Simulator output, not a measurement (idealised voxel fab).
process module | voxel fin reveal
cross-section cut | 160 nm wide | cells 5 nm
A cross-section is a grid of square cells, given in bands from the top down. A band is one or more rows of cells.
Each band's line starts with the height of the band's top and of its bottom, in nm. Then come its materials from left to right, each with its width in nm. One material with "throughout" fills the band from edge to edge. "air" is empty space.
Height 0 is the level under which the wafer as received is all one material. The lowest band goes on downwards, as in "0 down".
A width such as "30 to 40" changes by the same amount from each row of cells to the next, from the band's top row to its bottom row.
"no change" after a step means that no cell of the cross-section changed.
closed voids: empty space of 8 cells or more with no open way to the top, each as width x height at its distance from the left edge, in nm
after a step's settings: what the simulator itself notes on the step
overlay nm, on a step with a mask: how far to the right of its planned place the mask lay; to the left if negative
plan
1 op RECEIVE | material Si
2 op CONFORMAL_DEP | material SiN | thk nm 10
3 op DIRECTIONAL_DEP | material aC | thk nm 15
4 op PATTERN | tone cover | mask id FINS | material resist | width nm 15 | pitch nm 40 | thk nm 35 | overlay nm 0
5 op DIRECTIONAL_ETCH | etch materials aC | depth nm 15
6 op STRIP | etch materials resist
7 op DIRECTIONAL_ETCH | etch materials SiN | depth nm 10
8 op DIRECTIONAL_ETCH | etch materials Si | depth nm 30
9 op STRIP | etch materials aC
10 op FILL_DEP | material SiO2 | thk nm 15
11 op CMP | height nm 10
12 op SELECTIVE_ETCH | etch materials SiO2 | depth nm 25
13 op STRIP | etch materials SiN
14 op CONFORMAL_DEP | material HfO2 | thk nm 5
as received, after step 1
  0 down: Si throughout
  closed voids: none
a wafer at the end: this start, this plan, one mistake
  5 to 0: air 25 | HfO2 25 | air 15 | HfO2 25 | air 15 | HfO2 25 | air 30
  0 to -10: air 25 | HfO2 5 | Si 15 | HfO2 5 | air 15 | HfO2 5 | Si 15 | HfO2 5 | air 15 | HfO2 5 | Si 15 | HfO2 5 | air 30
  -10 to -15: HfO2 30 | Si 15 | HfO2 25 | Si 15 | HfO2 25 | Si 15 | HfO2 35
  -15 to -25: SiO2 30 | Si 15 | SiO2 25 | Si 15 | SiO2 25 | Si 15 | SiO2 35
  -25 down: Si throughout
  closed voids: none
what went wrong: step 8 ran as: op DIRECTIONAL_ETCH | etch materials Si | depth nm 25
